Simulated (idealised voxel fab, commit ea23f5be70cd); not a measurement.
Module name: voxel wiring stack (process module)
Section cut is 250 nm wide and gridded with 5 nm square cells.
For the purposes of this document, a cross-section shall be understood as a grid of square cells, specified as bands listed in top-to-bottom order, each band consisting of one or more rows of cells. Quick guide to a band line: top height, bottom height (nm) up front; then every material left to right with its width in nm. Only one material and it's marked "everywhere"? Then it fills the band edge to edge. And "air" just means empty space. Heights are reckoned from 0. Under this level, the received wafer is all of one material. The bottommost band is open-ended downward, for example "0 nm and below". So if you see something like "30->40" for the width, read it as the top row of the band sitting at the first number and the bottom row at the second, with every row in between moving by the same amount as the last. The designation "all unchanged", where it is given for a processing step, indicates that no cell of the cross-section was altered in the course of that step. Voids not open to the top, 8 cells minimum: see "Fully enclosed voids". Written width x height at distance; distance is from the left edge; nm. after a step's settings: what the simulator itself notes on the step. overlay nm: mask offset rightward from planned place, masked step; negative means leftward offset.
[plan]
1. RECEIVE,material Si
2. CONFORMAL_DEP,material SiO2,thk nm 10
3. DIRECTIONAL_DEP,material TiN,thk nm 5
4. DIRECTIONAL_DEP,material Ru,thk nm 15
5. DIRECTIONAL_DEP,material aC,thk nm 10
6. PATTERN,tone cover,mask id METAL_1,material resist,width nm 30,pitch nm 50,thk nm 25,overlay nm 0
7. DIRECTIONAL_ETCH,etch materials aC,depth nm 10
8. STRIP,etch materials resist
9. DIRECTIONAL_ETCH,etch materials Ru,depth nm 15
10. DIRECTIONAL_ETCH,etch materials TiN,depth nm 5
11. STRIP,etch materials aC
12. FILL_DEP,material SiO2,thk nm 5
13. CMP,height nm 30
14. CONFORMAL_DEP,material SiCN,thk nm 5
15. DIRECTIONAL_DEP,material lowk,thk nm 30
16. MASKED_ETCH,tone open,mask id METAL_2,width nm 30,pitch nm 50,etch materials lowk,depth nm 20,overlay nm 0
17. MASKED_ETCH,tone open,mask id METAL_2_HOLES,width nm 15,pitch nm 100,etch materials lowk,depth nm 10,overlay nm 0
18. MASKED_ETCH,tone open,mask id METAL_2_HOLES,width nm 15,pitch nm 100,etch materials SiCN,depth nm 5,overlay nm 0
19. CONFORMAL_DEP,material TiN,thk nm 5
20. FILL_DEP,material Ru,thk nm 5
21. CMP,height nm 65
22. CONFORMAL_DEP,material SiCN,thk nm 5
23. DIRECTIONAL_DEP,material lowk,thk nm 10
24. PATTERN,tone open,mask id PLUG_2,material resist,width nm 15,pitch nm 50,thk nm 20,overlay nm 0
25. DIRECTIONAL_ETCH,etch materials lowk,depth nm 10
26. DIRECTIONAL_ETCH,etch materials SiCN,depth nm 5
27. STRIP,etch materials resist
28. EPI,material Ru,thk nm 10
29. EPI,material Ru,thk nm 5
30. CONFORMAL_DEP,material SiCN,thk nm 5
31. DIRECTIONAL_DEP,material SiO2,thk nm 25
32. PATTERN,tone open,mask id METAL_3,material resist,width nm 30,pitch nm 50,thk nm 15,overlay nm 0
33. DIRECTIONAL_ETCH,etch materials SiO2,depth nm 25
34. DIRECTIONAL_ETCH,etch materials SiCN,depth nm 5
35. STRIP,etch materials resist
36. CONFORMAL_DEP,material TiN,thk nm 5
37. FILL_DEP,material Ru,thk nm 5
38. CMP,height nm 110
39. CONFORMAL_DEP,material SiN,thk nm 5
[Below: the first of two wafers, run as planned]
[As-received wafer cross-section (after step 1)]
* 0 nm and below: Si everywhere
* Fully enclosed voids: none
[You're looking at a cross-section of the wafer after step 2]
* 10 nm to 0 nm: SiO2 everywhere
* Below a height of 0, the structure has not been altered.
[You're looking at a cross-section of the wafer after step 3]
* 15 nm to 10 nm: TiN everywhere
* Below a height of 10, the structure has not been altered.
[You're looking at a cross-section of the wafer after step 4]
* 30 nm to 15 nm: Ru everywhere
* Below a height of 15, the structure has not been altered.
[You're looking at a cross-section of the wafer after step 5]
* 40 nm to 30 nm: aC everywhere
* Below a height of 30, the structure has not been altered.
[You're looking at a cross-section of the wafer after step 6]
* 65 nm to 40 nm: 60 nm air; 30 nm resist; 20 nm air; 30 nm resist; 20 nm air; 30 nm resist; 60 nm air
* Below a height of 40, the structure has not been altered.
[You're looking at a cross-section of the wafer after step 7]
* 55 nm to 40 nm: 60 nm air; 30 nm resist; 20 nm air; 30 nm resist; 20 nm air; 30 nm resist; 60 nm air
* 40 nm to 30 nm: 60 nm air; 30 nm aC; 20 nm air; 30 nm aC; 20 nm air; 30 nm aC; 60 nm air
* Below a height of 30, the structure has not been altered.
[You're looking at a cross-section of the wafer after step 8]
* 40 nm to 30 nm: 60 nm air; 30 nm aC; 20 nm air; 30 nm aC; 20 nm air; 30 nm aC; 60 nm air
* Below a height of 30, the structure has not been altered.
[You're looking at a cross-section of the wafer after step 9]
* 40 nm to 30 nm: 60 nm air; 30 nm aC; 20 nm air; 30 nm aC; 20 nm air; 30 nm aC; 60 nm air
* 30 nm to 15 nm: 60 nm air; 30 nm Ru; 20 nm air; 30 nm Ru; 20 nm air; 30 nm Ru; 60 nm air
* Below a height of 15, the structure has not been altered.
[You're looking at a cross-section of the wafer after step 10]
* 40 nm to 30 nm: 60 nm air; 30 nm aC; 20 nm air; 30 nm aC; 20 nm air; 30 nm aC; 60 nm air
* 30 nm to 15 nm: 60 nm air; 30 nm Ru; 20 nm air; 30 nm Ru; 20 nm air; 30 nm Ru; 60 nm air
* 15 nm to 10 nm: 60 nm air; 30 nm TiN; 20 nm air; 30 nm TiN; 20 nm air; 30 nm TiN; 60 nm air
* Below a height of 10, the structure has not been altered.
[You're looking at a cross-section of the wafer after step 11]
* 30 nm to 15 nm: 60 nm air; 30 nm Ru; 20 nm air; 30 nm Ru; 20 nm air; 30 nm Ru; 60 nm air
* Below a height of 15, the structure has not been altered.
[You're looking at a cross-section of the wafer after step 12]
* 35 nm to 30 nm: SiO2 everywhere
* 30 nm to 15 nm: 60 nm SiO2; 30 nm Ru; 20 nm SiO2; 30 nm Ru; 20 nm SiO2; 30 nm Ru; 60 nm SiO2
* 15 nm to 10 nm: 60 nm SiO2; 30 nm TiN; 20 nm SiO2; 30 nm TiN; 20 nm SiO2; 30 nm TiN; 60 nm SiO2
* Below a height of 10, the structure has not been altered.
[You're looking at a cross-section of the wafer after step 13]
* 30 nm to 15 nm: 60 nm SiO2; 30 nm Ru; 20 nm SiO2; 30 nm Ru; 20 nm SiO2; 30 nm Ru; 60 nm SiO2
* Below a height of 15, the structure has not been altered.
[You're looking at a cross-section of the wafer after step 14]
* 35 nm to 30 nm: SiCN everywhere
* Below a height of 30, the structure has not been altered.
[You're looking at a cross-section of the wafer after step 15]
* 65 nm to 35 nm: lowk everywhere
* Below a height of 35, the structure has not been altered.
[You're looking at a cross-section of the wafer after step 16]
* 65 nm to 45 nm: 60 nm lowk; 30 nm air; 20 nm lowk; 30 nm air; 20 nm lowk; 30 nm air; 60 nm lowk
* Below a height of 45, the structure has not been altered.
[You're looking at a cross-section of the wafer after step 17]
* 65 nm to 45 nm: 60 nm lowk; 30 nm air; 20 nm lowk; 30 nm air; 20 nm lowk; 30 nm air; 60 nm lowk
* 45 nm to 35 nm: 60 nm lowk; 15 nm air; 85 nm lowk; 15 nm air; 75 nm lowk
* Below a height of 35, the structure has not been altered.
[You're looking at a cross-section of the wafer after step 18]
* 65 nm to 45 nm: 60 nm lowk; 30 nm air; 20 nm lowk; 30 nm air; 20 nm lowk; 30 nm air; 60 nm lowk
* 45 nm to 35 nm: 60 nm lowk; 15 nm air; 85 nm lowk; 15 nm air; 75 nm lowk
* 35 nm to 30 nm: 60 nm SiCN; 15 nm air; 85 nm SiCN; 15 nm air; 75 nm SiCN
* Below a height of 30, the structure has not been altered.
[You're looking at a cross-section of the wafer after step 19]
* 70 nm to 65 nm: 65 nm TiN; 20 nm air; 30 nm TiN; 20 nm air; 30 nm TiN; 20 nm air; 65 nm TiN
* 65 nm to 50 nm: 60 nm lowk; 5 nm TiN; 20 nm air; 5 nm TiN; 20 nm lowk; 5 nm TiN; 20 nm air; 5 nm TiN; 20 nm lowk; 5 nm TiN; 20 nm air; 5 nm TiN; 60 nm lowk
* 50 nm to 45 nm: 60 nm lowk; 5 nm TiN; 5 nm air; 20 nm TiN; 20 nm lowk; 30 nm TiN; 20 nm lowk; 5 nm TiN; 5 nm air; 20 nm TiN; 60 nm lowk
* 45 nm to 35 nm: 60 nm lowk; 5 nm TiN; 5 nm air; 5 nm TiN; 85 nm lowk; 5 nm TiN; 5 nm air; 5 nm TiN; 75 nm lowk
* 35 nm to 30 nm: 60 nm SiCN; 15 nm TiN; 85 nm SiCN; 15 nm TiN; 75 nm SiCN
* Below a height of 30, the structure has not been altered.
[You're looking at a cross-section of the wafer after step 20]
* 75 nm to 70 nm: Ru everywhere
* 70 nm to 65 nm: 65 nm TiN; 20 nm Ru; 30 nm TiN; 20 nm Ru; 30 nm TiN; 20 nm Ru; 65 nm TiN
* 65 nm to 50 nm: 60 nm lowk; 5 nm TiN; 20 nm Ru; 5 nm TiN; 20 nm lowk; 5 nm TiN; 20 nm Ru; 5 nm TiN; 20 nm lowk; 5 nm TiN; 20 nm Ru; 5 nm TiN; 60 nm lowk
* 50 nm to 45 nm: 60 nm lowk; 5 nm TiN; 5 nm Ru; 20 nm TiN; 20 nm lowk; 30 nm TiN; 20 nm lowk; 5 nm TiN; 5 nm Ru; 20 nm TiN; 60 nm lowk
* 45 nm to 35 nm: 60 nm lowk; 5 nm TiN; 5 nm Ru; 5 nm TiN; 85 nm lowk; 5 nm TiN; 5 nm Ru; 5 nm TiN; 75 nm lowk
* Below a height of 35, the structure has not been altered.
[You're looking at a cross-section of the wafer after step 21]
* 65 nm to 50 nm: 60 nm lowk; 5 nm TiN; 20 nm Ru; 5 nm TiN; 20 nm lowk; 5 nm TiN; 20 nm Ru; 5 nm TiN; 20 nm lowk; 5 nm TiN; 20 nm Ru; 5 nm TiN; 60 nm lowk
* Below a height of 50, the structure has not been altered.
[You're looking at a cross-section of the wafer after step 22]
* 70 nm to 65 nm: SiCN everywhere
* Below a height of 65, the structure has not been altered.
[You're looking at a cross-section of the wafer after step 23]
* 80 nm to 70 nm: lowk everywhere
* Below a height of 70, the structure has not been altered.
[You're looking at a cross-section of the wafer after step 24]
* 100 nm to 80 nm: 60 nm resist; 15 nm air; 35 nm resist; 15 nm air; 35 nm resist; 15 nm air; 75 nm resist
* Below a height of 80, the structure has not been altered.
[You're looking at a cross-section of the wafer after step 25]
* 100 nm to 80 nm: 60 nm resist; 15 nm air; 35 nm resist; 15 nm air; 35 nm resist; 15 nm air; 75 nm resist
* 80 nm to 70 nm: 60 nm lowk; 15 nm air; 35 nm lowk; 15 nm air; 35 nm lowk; 15 nm air; 75 nm lowk
* Below a height of 70, the structure has not been altered.
[You're looking at a cross-section of the wafer after step 26]
* 100 nm to 80 nm: 60 nm resist; 15 nm air; 35 nm resist; 15 nm air; 35 nm resist; 15 nm air; 75 nm resist
* 80 nm to 70 nm: 60 nm lowk; 15 nm air; 35 nm lowk; 15 nm air; 35 nm lowk; 15 nm air; 75 nm lowk
* 70 nm to 65 nm: 60 nm SiCN; 15 nm air; 35 nm SiCN; 15 nm air; 35 nm SiCN; 15 nm air; 75 nm SiCN
* Below a height of 65, the structure has not been altered.
[You're looking at a cross-section of the wafer after step 27]
* 80 nm to 70 nm: 60 nm lowk; 15 nm air; 35 nm lowk; 15 nm air; 35 nm lowk; 15 nm air; 75 nm lowk
* Below a height of 70, the structure has not been altered.
[You're looking at a cross-section of the wafer after step 28]
* 80 nm to 75 nm: 60 nm lowk; 15 nm air; 35 nm lowk; 15 nm air; 35 nm lowk; 15 nm air; 75 nm lowk
* 75 nm to 70 nm: 60 nm lowk; 15 nm Ru; 35 nm lowk; 15 nm Ru; 35 nm lowk; 15 nm Ru; 75 nm lowk
* 70 nm to 65 nm: 60 nm SiCN; 15 nm Ru; 35 nm SiCN; 15 nm Ru; 35 nm SiCN; 15 nm Ru; 75 nm SiCN
* Below a height of 65, the structure has not been altered.
[You're looking at a cross-section of the wafer after step 29]
* 80 nm to 70 nm: 60 nm lowk; 15 nm Ru; 35 nm lowk; 15 nm Ru; 35 nm lowk; 15 nm Ru; 75 nm lowk
* Below a height of 70, the structure has not been altered.
[You're looking at a cross-section of the wafer after step 30]
* 85 nm to 80 nm: SiCN everywhere
* Below a height of 80, the structure has not been altered.
[You're looking at a cross-section of the wafer after step 31]
* 110 nm to 85 nm: SiO2 everywhere
* Below a height of 85, the structure has not been altered.
[You're looking at a cross-section of the wafer after step 32]
* 125 nm to 110 nm: 60 nm resist; 30 nm air; 20 nm resist; 30 nm air; 20 nm resist; 30 nm air; 60 nm resist
* Below a height of 110, the structure has not been altered.
[You're looking at a cross-section of the wafer after step 33]
* 125 nm to 110 nm: 60 nm resist; 30 nm air; 20 nm resist; 30 nm air; 20 nm resist; 30 nm air; 60 nm resist
* 110 nm to 85 nm: 60 nm SiO2; 30 nm air; 20 nm SiO2; 30 nm air; 20 nm SiO2; 30 nm air; 60 nm SiO2
* Below a height of 85, the structure has not been altered.
[You're looking at a cross-section of the wafer after step 34]
* 125 nm to 110 nm: 60 nm resist; 30 nm air; 20 nm resist; 30 nm air; 20 nm resist; 30 nm air; 60 nm resist
* 110 nm to 85 nm: 60 nm SiO2; 30 nm air; 20 nm SiO2; 30 nm air; 20 nm SiO2; 30 nm air; 60 nm SiO2
* 85 nm to 80 nm: 60 nm SiCN; 30 nm air; 20 nm SiCN; 30 nm air; 20 nm SiCN; 30 nm air; 60 nm SiCN
* Below a height of 80, the structure has not been altered.
[You're looking at a cross-section of the wafer after step 35]
* 110 nm to 85 nm: 60 nm SiO2; 30 nm air; 20 nm SiO2; 30 nm air; 20 nm SiO2; 30 nm air; 60 nm SiO2
* Below a height of 85, the structure has not been altered.
[You're looking at a cross-section of the wafer after step 36]
* 115 nm to 110 nm: 65 nm TiN; 20 nm air; 30 nm TiN; 20 nm air; 30 nm TiN; 20 nm air; 65 nm TiN
* 110 nm to 85 nm: 60 nm SiO2; 5 nm TiN; 20 nm air; 5 nm TiN; 20 nm SiO2; 5 nm TiN; 20 nm air; 5 nm TiN; 20 nm SiO2; 5 nm TiN; 20 nm air; 5 nm TiN; 60 nm SiO2
* 85 nm to 80 nm: 60 nm SiCN; 30 nm TiN; 20 nm SiCN; 30 nm TiN; 20 nm SiCN; 30 nm TiN; 60 nm SiCN
* Below a height of 80, the structure has not been altered.
[You're looking at a cross-section of the wafer after step 37]
* 120 nm to 115 nm: Ru everywhere
* 115 nm to 110 nm: 65 nm TiN; 20 nm Ru; 30 nm TiN; 20 nm Ru; 30 nm TiN; 20 nm Ru; 65 nm TiN
* 110 nm to 85 nm: 60 nm SiO2; 5 nm TiN; 20 nm Ru; 5 nm TiN; 20 nm SiO2; 5 nm TiN; 20 nm Ru; 5 nm TiN; 20 nm SiO2; 5 nm TiN; 20 nm Ru; 5 nm TiN; 60 nm SiO2
* Below a height of 85, the structure has not been altered.
[You're looking at a cross-section of the wafer after step 38]
* 110 nm to 85 nm: 60 nm SiO2; 5 nm TiN; 20 nm Ru; 5 nm TiN; 20 nm SiO2; 5 nm TiN; 20 nm Ru; 5 nm TiN; 20 nm SiO2; 5 nm TiN; 20 nm Ru; 5 nm TiN; 60 nm SiO2
* Below a height of 85, the structure has not been altered.
[You're looking at a cross-section of the wafer after step 39]
* 115 nm to 110 nm: SiN everywhere
* Below a height of 110, the structure has not been altered.
[Second Wafer (Identical Start and Plan, One Processing Error; Matches First Wafer Through Step 27)]
[Second wafer, cut view, end of step 28 per plan]
* 85 nm to 80 nm: 55 nm air; 25 nm Ru; 25 nm air; 25 nm Ru; 25 nm air; 25 nm Ru; 70 nm air
* 80 nm to 70 nm: 60 nm lowk; 15 nm Ru; 35 nm lowk; 15 nm Ru; 35 nm lowk; 15 nm Ru; 75 nm lowk
* 70 nm to 65 nm: 60 nm SiCN; 15 nm Ru; 35 nm SiCN; 15 nm Ru; 35 nm SiCN; 15 nm Ru; 75 nm SiCN
* Below a height of 65, the structure has not been altered.
[Second wafer, cut view, end of step 29 per plan]
* 90 nm to 80 nm: 50 nm air; 35 nm Ru; 15 nm air; 35 nm Ru; 15 nm air; 35 nm Ru; 65 nm air
* Below a height of 80, the structure has not been altered.
[Second wafer, cut view, end of step 30 per plan]
* 95 nm to 90 nm: 45 nm air; 45 nm SiCN; 5 nm air; 45 nm SiCN; 5 nm air; 45 nm SiCN; 60 nm air
* 90 nm to 85 nm: 45 nm air; 5 nm SiCN; 35 nm Ru; 5 nm SiCN; 5 nm air; 5 nm SiCN; 35 nm Ru; 5 nm SiCN; 5 nm air; 5 nm SiCN; 35 nm Ru; 5 nm SiCN; 60 nm air
* 85 nm to 80 nm: 50 nm SiCN; 35 nm Ru; 15 nm SiCN; 35 nm Ru; 15 nm SiCN; 35 nm Ru; 65 nm SiCN
* Below a height of 80, the structure has not been altered.
[Second wafer, cut view, end of step 31 per plan]
* 120 nm to 110 nm: 45 nm air; 45 nm SiO2; 5 nm air; 45 nm SiO2; 5 nm air; 45 nm SiO2; 60 nm air
* 110 nm to 95 nm: SiO2 everywhere
* 95 nm to 90 nm: 45 nm SiO2; 45 nm SiCN; 5 nm SiO2; 45 nm SiCN; 5 nm SiO2; 45 nm SiCN; 60 nm SiO2
* 90 nm to 85 nm: 45 nm SiO2; 5 nm SiCN; 35 nm Ru; 5 nm SiCN; 5 nm SiO2; 5 nm SiCN; 35 nm Ru; 5 nm SiCN; 5 nm SiO2; 5 nm SiCN; 35 nm Ru; 5 nm SiCN; 60 nm SiO2
* Below a height of 85, the structure has not been altered.
[Second wafer, cut view, end of step 32 per plan]
* 135 nm to 120 nm: 60 nm resist; 30 nm air; 20 nm resist; 30 nm air; 20 nm resist; 30 nm air; 60 nm resist
* 120 nm to 110 nm: 45 nm resist; 45 nm SiO2; 5 nm resist; 45 nm SiO2; 5 nm resist; 45 nm SiO2; 60 nm resist
* Below a height of 110, the structure has not been altered.
[Second wafer, cut view, end of step 33 per plan]
* 135 nm to 120 nm: 60 nm resist; 30 nm air; 20 nm resist; 30 nm air; 20 nm resist; 30 nm air; 60 nm resist
* 120 nm to 110 nm: 45 nm resist; 15 nm SiO2; 30 nm air; 5 nm resist; 15 nm SiO2; 30 nm air; 5 nm resist; 15 nm SiO2; 30 nm air; 60 nm resist
* 110 nm to 95 nm: 60 nm SiO2; 30 nm air; 20 nm SiO2; 30 nm air; 20 nm SiO2; 30 nm air; 60 nm SiO2
* Below a height of 95, the structure has not been altered.
[Second wafer, cut view, end of step 34 per plan]
* 135 nm to 120 nm: 60 nm resist; 30 nm air; 20 nm resist; 30 nm air; 20 nm resist; 30 nm air; 60 nm resist
* 120 nm to 110 nm: 45 nm resist; 15 nm SiO2; 30 nm air; 5 nm resist; 15 nm SiO2; 30 nm air; 5 nm resist; 15 nm SiO2; 30 nm air; 60 nm resist
* 110 nm to 95 nm: 60 nm SiO2; 30 nm air; 20 nm SiO2; 30 nm air; 20 nm SiO2; 30 nm air; 60 nm SiO2
* 95 nm to 90 nm: 45 nm SiO2; 15 nm SiCN; 30 nm air; 5 nm SiO2; 15 nm SiCN; 30 nm air; 5 nm SiO2; 15 nm SiCN; 30 nm air; 60 nm SiO2
* Below a height of 90, the structure has not been altered.
[Second wafer, cut view, end of step 35 per plan]
* 120 nm to 110 nm: 45 nm air; 15 nm SiO2; 35 nm air; 15 nm SiO2; 35 nm air; 15 nm SiO2; 90 nm air
* Below a height of 110, the structure has not been altered.
[Second wafer, cut view, end of step 36 per plan]
* 125 nm to 120 nm: 40 nm air; 25 nm TiN; 25 nm air; 25 nm TiN; 25 nm air; 25 nm TiN; 85 nm air
* 120 nm to 115 nm: 40 nm air; 5 nm TiN; 15 nm SiO2; 5 nm TiN; 25 nm air; 5 nm TiN; 15 nm SiO2; 5 nm TiN; 25 nm air; 5 nm TiN; 15 nm SiO2; 5 nm TiN; 85 nm air
* 115 nm to 110 nm: 45 nm TiN; 15 nm SiO2; 5 nm TiN; 20 nm air; 10 nm TiN; 15 nm SiO2; 5 nm TiN; 20 nm air; 10 nm TiN; 15 nm SiO2; 5 nm TiN; 20 nm air; 65 nm TiN
* 110 nm to 95 nm: 60 nm SiO2; 5 nm TiN; 20 nm air; 5 nm TiN; 20 nm SiO2; 5 nm TiN; 20 nm air; 5 nm TiN; 20 nm SiO2; 5 nm TiN; 20 nm air; 5 nm TiN; 60 nm SiO2
* 95 nm to 90 nm: 45 nm SiO2; 15 nm SiCN; 30 nm TiN; 5 nm SiO2; 15 nm SiCN; 30 nm TiN; 5 nm SiO2; 15 nm SiCN; 30 nm TiN; 60 nm SiO2
* Below a height of 90, the structure has not been altered.
[Second wafer, cut view, end of step 37 per plan]
* 130 nm to 125 nm: Ru everywhere
* 125 nm to 120 nm: 40 nm Ru; 25 nm TiN; 25 nm Ru; 25 nm TiN; 25 nm Ru; 25 nm TiN; 85 nm Ru
* 120 nm to 115 nm: 40 nm Ru; 5 nm TiN; 15 nm SiO2; 5 nm TiN; 25 nm Ru; 5 nm TiN; 15 nm SiO2; 5 nm TiN; 25 nm Ru; 5 nm TiN; 15 nm SiO2; 5 nm TiN; 85 nm Ru
* 115 nm to 110 nm: 45 nm TiN; 15 nm SiO2; 5 nm TiN; 20 nm Ru; 10 nm TiN; 15 nm SiO2; 5 nm TiN; 20 nm Ru; 10 nm TiN; 15 nm SiO2; 5 nm TiN; 20 nm Ru; 65 nm TiN
* 110 nm to 95 nm: 60 nm SiO2; 5 nm TiN; 20 nm Ru; 5 nm TiN; 20 nm SiO2; 5 nm TiN; 20 nm Ru; 5 nm TiN; 20 nm SiO2; 5 nm TiN; 20 nm Ru; 5 nm TiN; 60 nm SiO2
* Below a height of 95, the structure has not been altered.
[Second wafer, cut view, end of step 38 per plan]
* 110 nm to 95 nm: 60 nm SiO2; 5 nm TiN; 20 nm Ru; 5 nm TiN; 20 nm SiO2; 5 nm TiN; 20 nm Ru; 5 nm TiN; 20 nm SiO2; 5 nm TiN; 20 nm Ru; 5 nm TiN; 60 nm SiO2
* Below a height of 95, the structure has not been altered.
[Second wafer, cut view, end of step 39 per plan]
* 115 nm to 110 nm: SiN everywhere
* Below a height of 110, the structure has not been altered.
Processing error: plan step 28 ran twice
End check, counted in cells, second wafer has more or fewer of these materials than the first: +18 Ru, +12 SiCN, -18 SiO2, -12 TiN
